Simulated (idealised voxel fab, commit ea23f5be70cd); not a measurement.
process module | voxel transistor to metal
cross-section cut | 150 nm wide | cells 5 nm
A cross-section is a grid of square cells, given in bands from the top down. A band is one or more rows of cells.
Each band's line starts with the height of the band's top and of its bottom, in nm. Then come its materials from left to right, each with its width in nm. One material with "throughout" fills the band from edge to edge. "air" is empty space.
Height 0 is the level under which the wafer as received is all one material. The lowest band goes on downwards, as in "0 down".
A width such as "30 to 40" changes by the same amount from each row of cells to the next, from the band's top row to its bottom row.
"no change" after a step means that no cell of the cross-section changed.
closed voids: empty space of 8 cells or more with no open way to the top, each as width x height at its distance from the left edge, in nm
after a step's settings: what the simulator itself notes on the step
overlay nm, on a step with a mask: how far to the right of its planned place the mask lay; to the left if negative
plan
1 op RECEIVE | material Si
2 op OXIDIZE | depth nm 5
3 op CONFORMAL_DEP | material SiN | thk nm 15
4 op DIRECTIONAL_DEP | material aC | thk nm 15
5 op PATTERN | tone cover | mask id ACTIVE | material resist | width nm 95 | thk nm 30 | overlay nm 0
6 op DIRECTIONAL_ETCH | etch materials aC | depth nm 15
7 op STRIP | etch materials resist
8 op DIRECTIONAL_ETCH | etch materials SiN | depth nm 15
9 op DIRECTIONAL_ETCH | etch materials SiO2 | depth nm 5
10 op DIRECTIONAL_ETCH | etch materials Si | depth nm 35
11 op STRIP | etch materials aC
12 op OXIDIZE | depth nm 5
13 op FILL_DEP | material SiO2 | thk nm 5
14 op CMP | height nm 15
15 op SELECTIVE_ETCH | etch materials SiO2 | depth nm 5
16 op STRIP | etch materials SiN
17 op SELECTIVE_ETCH | etch materials SiO2 | depth nm 5
18 op OXIDIZE | depth nm 5
19 op DIRECTIONAL_DEP | material polySi | thk nm 25
20 op DIRECTIONAL_DEP | material SiCN | thk nm 15
21 op DIRECTIONAL_DEP | material aC | thk nm 10
22 op PATTERN | tone cover | mask id GATE | material resist | width nm 15 | thk nm 30 | overlay nm 0
23 op DIRECTIONAL_ETCH | etch materials aC | depth nm 10
24 op STRIP | etch materials resist
25 op DIRECTIONAL_ETCH | etch materials SiCN | depth nm 25
26 op DIRECTIONAL_ETCH | etch materials polySi | depth nm 35
27 op STRIP | etch materials aC
28 op CONFORMAL_DEP | material SiO2 | thk nm 5
29 op DIRECTIONAL_ETCH | etch materials SiO2 | depth nm 5
30 op CONFORMAL_DEP | material SiN | thk nm 10
31 op DIRECTIONAL_ETCH | etch materials SiN | depth nm 10
32 op DIRECTIONAL_ETCH | etch materials SiO2 | depth nm 5
33 op EPI | material SiGe | thk nm 5
34 op FILL_DEP | material SiO2 | thk nm 10
35 op CMP | height nm 35
36 op DIRECTIONAL_DEP | material SiO2 | thk nm 15
37 op MASKED_ETCH | tone open | mask id CONTACT | width nm 30 | pitch nm 55 | etch materials SiO2 | depth nm 55 | overlay nm 0
38 op CONFORMAL_DEP | material TiN | thk nm 5
39 op FILL_DEP | material W | thk nm 5
40 op CMP | height nm 50
41 op CONFORMAL_DEP | material SiN | thk nm 5
42 op DIRECTIONAL_DEP | material lowk | thk nm 15
43 op MASKED_ETCH | tone open | mask id METAL_1 | width nm 15 | pitch nm 70 | etch materials lowk | depth nm 15 | overlay nm 0
44 op MASKED_ETCH | tone open | mask id METAL_1 | width nm 15 | pitch nm 70 | etch materials SiN | depth nm 5 | overlay nm 0
45 op CONFORMAL_DEP | material TiN | thk nm 5
46 op FILL_DEP | material Cu | thk nm 5
47 op CMP | height nm 70
48 op CONFORMAL_DEP | material SiCN | thk nm 5
as received, after step 1
  0 down: Si throughout
  closed voids: none
a wafer at the end: this start, this plan, one mistake
  75 to 70: SiCN throughout
  70 to 55: lowk 30 | TiN 5 | Cu 5 | TiN 5 | lowk 55 | TiN 5 | Cu 5 | TiN 5 | lowk 35
  55 to 50: SiN 30 | TiN 15 | SiN 55 | TiN 15 | SiN 35
  50 to 40: SiO2 20 | TiN 5 | W 20 | TiN 5 | SiO2 25 | TiN 5 | W 20 | TiN 5 | SiO2 45
  40 to 35: SiO2 20 | TiN 5 | W 20 | TiN 5 | SiO2 25 | TiN 30 | SiO2 45
  35 to 20: SiO2 20 | TiN 5 | W 20 | TiN 5 | SiN 10 | SiO2 5 | SiCN 15 | TiN 5 | SiN 10 | TiN 10 | SiO2 45
  20 to 10: SiO2 20 | TiN 5 | W 20 | TiN 5 | SiN 10 | SiO2 5 | polySi 15 | TiN 5 | SiN 10 | TiN 10 | SiO2 45
  10 to 5: SiO2 20 | TiN 20 | W 5 | TiN 5 | SiN 10 | SiO2 5 | polySi 15 | TiN 5 | SiN 10 | TiN 10 | SiO2 45
  5 to 0: SiO2 20 | TiN 5 | SiN 10 | TiN 5 | W 5 | TiN 5 | SiN 10 | SiO2 5 | polySi 15 | TiN 5 | SiN 10 | TiN 10 | SiO2 5 | SiN 10 | SiO2 30
  0 to -5: SiO2 20 | TiN 5 | SiN 10 | TiN 15 | SiN 10 | SiO2 5 | polySi 15 | TiN 5 | SiN 10 | TiN 10 | SiO2 5 | SiN 10 | SiO2 30
  -5 to -10: SiO2 35 | SiGe 15 | SiO2 45 | SiGe 15 | SiO2 40
  -10 to -45: SiO2 30 | Si 85 | SiO2 35
  -45 down: Si throughout
  closed voids: none
what went wrong: step 37 ran as: op MASKED_ETCH | tone open | mask id CONTACT | width nm 30 | pitch nm 55 | etch materials SiO2 | depth nm 55 | overlay nm -10
